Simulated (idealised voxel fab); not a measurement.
process module | voxel gate over fins
cross-section cut | 140 nm wide | cells 5 nm
A cross-section is a grid of square cells, given in bands from the top down. A band is one or more rows of cells.
Each band's line starts with the height of the band's top and of its bottom, in nm. Then come its materials from left to right, each with its width in nm. One material with "throughout" fills the band from edge to edge. "air" is empty space.
Height 0 is the level under which the wafer as received is all one material. The lowest band goes on downwards, as in "0 down".
A width such as "30 to 40" changes by the same amount from each row of cells to the next, from the band's top row to its bottom row.
"no change" after a step means that no cell of the cross-section changed.
closed voids: empty space of 8 cells or more with no open way to the top, each as width x height at its distance from the left edge, in nm
after a step's settings: what the simulator itself notes on the step
overlay nm, on a step with a mask: how far to the right of its planned place the mask lay; to the left if negative
plan
1 op RECEIVE | material Si
2 op CONFORMAL_DEP | material SiN | thk nm 5
3 op PATTERN | tone cover | mask id FINS | material resist | width nm 15 | pitch nm 60 | thk nm 20 | overlay nm 0
4 op DIRECTIONAL_ETCH | etch materials SiN | depth nm 5
5 op DIRECTIONAL_ETCH | etch materials Si | depth nm 40
6 op STRIP | etch materials resist
7 op OXIDIZE | depth nm 5
8 op FILL_DEP | material SiO2 | thk nm 15
9 op CMP | height nm 5
10 op PATTERN | tone open | mask id RAIL | material resist | width nm 15 | thk nm 15 | overlay nm 0
11 op DIRECTIONAL_ETCH | etch materials SiO2 | depth nm 40
12 op STRIP | etch materials resist
13 op CONFORMAL_DEP | material TiN | thk nm 5
14 op FILL_DEP | material W | thk nm 10
15 op CMP | height nm 5
16 op SELECTIVE_ETCH | etch materials W Ru TiN | depth nm 20
17 op FILL_DEP | material SiO2 | thk nm 5
18 op CMP | height nm 5
19 op SELECTIVE_ETCH | etch materials SiO2 | depth nm 15
20 op STRIP | etch materials SiN
21 op CONFORMAL_DEP | material HfO2 | thk nm 5
22 op CONFORMAL_DEP | material TiN | thk nm 5
23 op CONFORMAL_DEP | material TiAl | thk nm 5
24 op CONFORMAL_DEP | material TiN | thk nm 5
25 op FILL_DEP | material W | thk nm 10
26 op CMP | height nm 25
27 op CONFORMAL_DEP | material SiCN | thk nm 10
first wafer, as planned
as received, after step 1
  0 down: Si throughout
  closed voids: none
after step 2
  5 to 0: SiN throughout
  below 0: unchanged
after step 3
  25 to 5: air 30 | resist 15 | air 45 | resist 15 | air 35
  below 5: unchanged
after step 4
  25 to 5: air 30 | resist 15 | air 45 | resist 15 | air 35
  5 to 0: air 30 | SiN 15 | air 45 | SiN 15 | air 35
  below 0: unchanged
after step 5
  25 to 5: air 30 | resist 15 | air 45 | resist 15 | air 35
  5 to 0: air 30 | SiN 15 | air 45 | SiN 15 | air 35
  0 to -40: air 30 | Si 15 | air 45 | Si 15 | air 35
  below -40: unchanged
after step 6
  5 to 0: air 30 | SiN 15 | air 45 | SiN 15 | air 35
  below 0: unchanged
after step 7
  5 to 0: air 30 | SiN 15 | air 45 | SiN 15 | air 35
  0 to -40: air 30 | SiO2 5 | Si 5 | SiO2 5 | air 45 | SiO2 5 | Si 5 | SiO2 5 | air 35
  -40 to -45: SiO2 35 | Si 5 | SiO2 55 | Si 5 | SiO2 40
  below -45: unchanged
after step 8
  20 to 5: SiO2 throughout
  5 to 0: SiO2 30 | SiN 15 | SiO2 45 | SiN 15 | SiO2 35
  0 to -45: SiO2 35 | Si 5 | SiO2 55 | Si 5 | SiO2 40
  below -45: unchanged
after step 9
  5 to 0: SiO2 30 | SiN 15 | SiO2 45 | SiN 15 | SiO2 35
  below 0: unchanged
after step 10
  20 to 5: resist 60 | air 15 | resist 65
  below 5: unchanged
after step 11
  20 to 5: resist 60 | air 15 | resist 65
  5 to 0: SiO2 30 | SiN 15 | SiO2 15 | air 15 | SiO2 15 | SiN 15 | SiO2 35
  0 to -35: SiO2 35 | Si 5 | SiO2 20 | air 15 | SiO2 20 | Si 5 | SiO2 40
  below -35: unchanged
after step 12
  5 to 0: SiO2 30 | SiN 15 | SiO2 15 | air 15 | SiO2 15 | SiN 15 | SiO2 35
  below 0: unchanged
after step 13
  10 to 5: TiN 65 | air 5 | TiN 70
  5 to 0: SiO2 30 | SiN 15 | SiO2 15 | TiN 5 | air 5 | TiN 5 | SiO2 15 | SiN 15 | SiO2 35
  0 to -30: SiO2 35 | Si 5 | SiO2 20 | TiN 5 | air 5 | TiN 5 | SiO2 20 | Si 5 | SiO2 40
  -30 to -35: SiO2 35 | Si 5 | SiO2 20 | TiN 15 | SiO2 20 | Si 5 | SiO2 40
  below -35: unchanged
after step 14
  20 to 10: W throughout
  10 to 5: TiN 65 | W 5 | TiN 70
  5 to 0: SiO2 30 | SiN 15 | SiO2 15 | TiN 5 | W 5 | TiN 5 | SiO2 15 | SiN 15 | SiO2 35
  0 to -30: SiO2 35 | Si 5 | SiO2 20 | TiN 5 | W 5 | TiN 5 | SiO2 20 | Si 5 | SiO2 40
  below -30: unchanged
after step 15
  5 to 0: SiO2 30 | SiN 15 | SiO2 15 | TiN 5 | W 5 | TiN 5 | SiO2 15 | SiN 15 | SiO2 35
  below 0: unchanged
after step 16
  5 to 0: SiO2 30 | SiN 15 | SiO2 15 | air 15 | SiO2 15 | SiN 15 | SiO2 35
  0 to -15: SiO2 35 | Si 5 | SiO2 20 | air 15 | SiO2 20 | Si 5 | SiO2 40
  below -15: unchanged
after step 17
  10 to 5: SiO2 throughout
  5 to 0: SiO2 30 | SiN 15 | SiO2 45 | SiN 15 | SiO2 35
  0 to -15: SiO2 35 | Si 5 | SiO2 55 | Si 5 | SiO2 40
  below -15: unchanged
after step 18
  5 to 0: SiO2 30 | SiN 15 | SiO2 45 | SiN 15 | SiO2 35
  below 0: unchanged
after step 19
  5 to 0: air 30 | SiN 15 | air 45 | SiN 15 | air 35
  0 to -10: air 35 | Si 5 | air 55 | Si 5 | air 40
  below -10: unchanged
after step 20
  0 to -10: air 35 | Si 5 | air 55 | Si 5 | air 40
  below -10: unchanged
after step 21
  5 to 0: air 30 | HfO2 15 | air 45 | HfO2 15 | air 35
  0 to -5: air 30 | HfO2 5 | Si 5 | HfO2 5 | air 45 | HfO2 5 | Si 5 | HfO2 5 | air 35
  -5 to -10: HfO2 35 | Si 5 | HfO2 55 | Si 5 | HfO2 40
  below -10: unchanged
after step 22
  10 to 5: air 25 | TiN 25 | air 35 | TiN 25 | air 30
  5 to 0: air 25 | TiN 5 | HfO2 15 | TiN 5 | air 35 | TiN 5 | HfO2 15 | TiN 5 | air 30
  0 to -5: TiN 30 | HfO2 5 | Si 5 | HfO2 5 | TiN 45 | HfO2 5 | Si 5 | HfO2 5 | TiN 35
  below -5: unchanged
after step 23
  15 to 10: air 20 | TiAl 35 | air 25 | TiAl 35 | air 25
  10 to 5: air 20 | TiAl 5 | TiN 25 | TiAl 5 | air 25 | TiAl 5 | TiN 25 | TiAl 5 | air 25
  5 to 0: TiAl 25 | TiN 5 | HfO2 15 | TiN 5 | TiAl 35 | TiN 5 | HfO2 15 | TiN 5 | TiAl 30
  below 0: unchanged
after step 24
  20 to 15: air 15 | TiN 45 | air 15 | TiN 45 | air 20
  15 to 10: air 15 | TiN 5 | TiAl 35 | TiN 5 | air 15 | TiN 5 | TiAl 35 | TiN 5 | air 20
  10 to 5: TiN 20 | TiAl 5 | TiN 25 | TiAl 5 | TiN 25 | TiAl 5 | TiN 25 | TiAl 5 | TiN 25
  below 5: unchanged
after step 25
  30 to 20: W throughout
  20 to 15: W 15 | TiN 45 | W 15 | TiN 45 | W 20
  15 to 10: W 15 | TiN 5 | TiAl 35 | TiN 5 | W 15 | TiN 5 | TiAl 35 | TiN 5 | W 20
  below 10: unchanged
after step 26
  25 to 20: W throughout
  below 20: unchanged
after step 27
  35 to 25: SiCN throughout
  below 25: unchanged
second wafer: like start, like plan, one mistake. Through step 16 it matches the first wafer
when step 17 should have ended
  10 to 5: SiN throughout
  5 to 0: SiO2 30 | SiN 15 | SiO2 15 | SiN 15 | SiO2 15 | SiN 15 | SiO2 35
  0 to -15: SiO2 35 | Si 5 | SiO2 20 | SiN 15 | SiO2 20 | Si 5 | SiO2 40
  below -15: unchanged
when step 18 should have ended
  5 to 0: SiO2 30 | SiN 15 | SiO2 15 | SiN 15 | SiO2 15 | SiN 15 | SiO2 35
  below 0: unchanged
when step 19 should have ended
  5 to 0: air 30 | SiN 15 | air 15 | SiN 15 | air 15 | SiN 15 | air 35
  0 to -10: air 35 | Si 5 | air 20 | SiN 15 | air 20 | Si 5 | air 40
  below -10: unchanged
when step 20 should have ended
  0 to -10: air 35 | Si 5 | air 55 | Si 5 | air 40
  -10 to -15: SiO2 35 | Si 5 | SiO2 20 | air 15 | SiO2 20 | Si 5 | SiO2 40
  below -15: unchanged
when step 21 should have ended
  5 to 0: air 30 | HfO2 15 | air 45 | HfO2 15 | air 35
  0 to -5: air 30 | HfO2 5 | Si 5 | HfO2 5 | air 45 | HfO2 5 | Si 5 | HfO2 5 | air 35
  -5 to -10: HfO2 35 | Si 5 | HfO2 25 | air 5 | HfO2 25 | Si 5 | HfO2 40
  -10 to -15: SiO2 35 | Si 5 | SiO2 20 | HfO2 15 | SiO2 20 | Si 5 | SiO2 40
  below -15: unchanged
when step 22 should have ended
  10 to 5: air 25 | TiN 25 | air 35 | TiN 25 | air 30
  5 to 0: air 25 | TiN 5 | HfO2 15 | TiN 5 | air 35 | TiN 5 | HfO2 15 | TiN 5 | air 30
  0 to -5: TiN 30 | HfO2 5 | Si 5 | HfO2 5 | TiN 45 | HfO2 5 | Si 5 | HfO2 5 | TiN 35
  -5 to -10: HfO2 35 | Si 5 | HfO2 25 | TiN 5 | HfO2 25 | Si 5 | HfO2 40
  below -10: unchanged
when step 23 should have ended
  15 to 10: air 20 | TiAl 35 | air 25 | TiAl 35 | air 25
  10 to 5: air 20 | TiAl 5 | TiN 25 | TiAl 5 | air 25 | TiAl 5 | TiN 25 | TiAl 5 | air 25
  5 to 0: TiAl 25 | TiN 5 | HfO2 15 | TiN 5 | TiAl 35 | TiN 5 | HfO2 15 | TiN 5 | TiAl 30
  below 0: unchanged
when step 24 should have ended
  20 to 15: air 15 | TiN 45 | air 15 | TiN 45 | air 20
  15 to 10: air 15 | TiN 5 | TiAl 35 | TiN 5 | air 15 | TiN 5 | TiAl 35 | TiN 5 | air 20
  10 to 5: TiN 20 | TiAl 5 | TiN 25 | TiAl 5 | TiN 25 | TiAl 5 | TiN 25 | TiAl 5 | TiN 25
  below 5: unchanged
when step 25 should have ended
  30 to 20: W throughout
  20 to 15: W 15 | TiN 45 | W 15 | TiN 45 | W 20
  15 to 10: W 15 | TiN 5 | TiAl 35 | TiN 5 | W 15 | TiN 5 | TiAl 35 | TiN 5 | W 20
  below 10: unchanged
when step 26 should have ended
  25 to 20: W throughout
  below 20: unchanged
when step 27 should have ended
  35 to 25: SiCN throughout
  below 25: unchanged
what went wrong: step 17 ran as: op FILL_DEP | material SiN | thk nm 5
at the end the second wafer has, in cells: 2 more of HfO2 | 3 fewer of SiO2 | 1 more of TiN
